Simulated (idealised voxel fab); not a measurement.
Documented hereafter: the process module known as voxel self aligned vias.
Section shown: cut. Width: 150 nm. Cell size: 5 nm, square.
In this document a cross-section is written as a grid of square cells. It is given as a series of bands, listed from the top down, and a band is one or more rows of cells.
Basically the band line says how high the top is and how high the bottom is, in nm, and then what's in it from left to right, every material with its width in nm. Empty space shows up as "air", and if a single material carries "full width" it runs the full band edge to edge.
Counting heights begins at 0, where everything beneath is, in the wafer as received, one material. The lowest band has no bottom; it goes on downwards, as "z 0 and below" shows.
You'd read "30->40" like this: the band's top row of cells is as wide as the first number, its bottom row is as wide as the second, and going down, every row changes width by the same amount as the row before did.
Basically "changes: none" means that step didn't change any cell in the cross-section.
"Completely enclosed voids" means: voids of 8 cells or more that are shut off from the top with no open way through. Written width x height at distance, distance from the left edge, in nm.
Where a step's line continues beyond its settings, the continuation is a remark by the simulator itself on that step.
overlay nm: mask right of planned place by this much (step with mask). Neg. = left.
**Process steps (planned)**
1: RECEIVE [material Si]
2: CONFORMAL_DEP [material SiO2] [thk nm 10]
3: CONFORMAL_DEP [material SiCN] [thk nm 5]
4: DIRECTIONAL_DEP [material SiO2] [thk nm 30]
5: MASKED_ETCH [tone open] [mask id LINES] [width nm 30] [pitch nm 55] [etch materials SiO2] [depth nm 30] [overlay nm 0]
6: CONFORMAL_DEP [material TiN] [thk nm 5]
7: FILL_DEP [material Ru] [thk nm 5]
8: CMP [height nm 45]
9: SELECTIVE_ETCH [etch materials W Ru TiN] [depth nm 10]
10: FILL_DEP [material SiN] [thk nm 10]
11: CMP [height nm 45]
12: DIRECTIONAL_DEP [material SiO2] [thk nm 15]
13: PATTERN [tone open] [mask id VIAS] [material resist] [width nm 40] [thk nm 20] [overlay nm 0]
14: DIRECTIONAL_ETCH [etch materials SiO2] [depth nm 15]
15: DIRECTIONAL_ETCH [etch materials SiN] [depth nm 10]
16: STRIP [etch materials resist]
17: CONFORMAL_DEP [material TiN] [thk nm 5]
18: FILL_DEP [material Cu] [thk nm 5]
19: CMP [height nm 60]
20: CONFORMAL_DEP [material SiCN] [thk nm 5]
**Wafer at receipt (post step 1), cross-section**
* z 0 and below = Si full width
* Completely enclosed voids: none
**End state of the module in cross-section, given the above starting point and plan and one mistake in execution**
* z 65 to 60 = SiCN full width
* z 60 to 50 = 25 nm SiO2  5 nm TiN  30 nm Cu  5 nm TiN  85 nm SiO2
* z 50 to 45 = 25 nm SiO2  15 nm TiN  15 nm Cu  10 nm TiN  85 nm SiO2
* z 45 to 40 = 35 nm SiO2  5 nm TiN  15 nm Cu  5 nm TiN  30 nm SiO2  25 nm SiN  35 nm SiO2
* z 40 to 35 = 35 nm SiO2  25 nm TiN  30 nm SiO2  25 nm SiN  35 nm SiO2
* z 35 to 20 = 35 nm SiO2  5 nm TiN  15 nm Ru  5 nm TiN  30 nm SiO2  5 nm TiN  15 nm Ru  5 nm TiN  35 nm SiO2
* z 20 to 15 = 35 nm SiO2  25 nm TiN  30 nm SiO2  25 nm TiN  35 nm SiO2
* z 15 to 10 = SiCN full width
* z 10 to 0 = SiO2 full width
* z 0 and below = Si full width
* Completely enclosed voids: none
Processing error: step 5 ran as: MASKED_ETCH [tone open] [mask id LINES] [width nm 25] [pitch nm 55] [etch materials SiO2] [depth nm 30] [overlay nm 0]
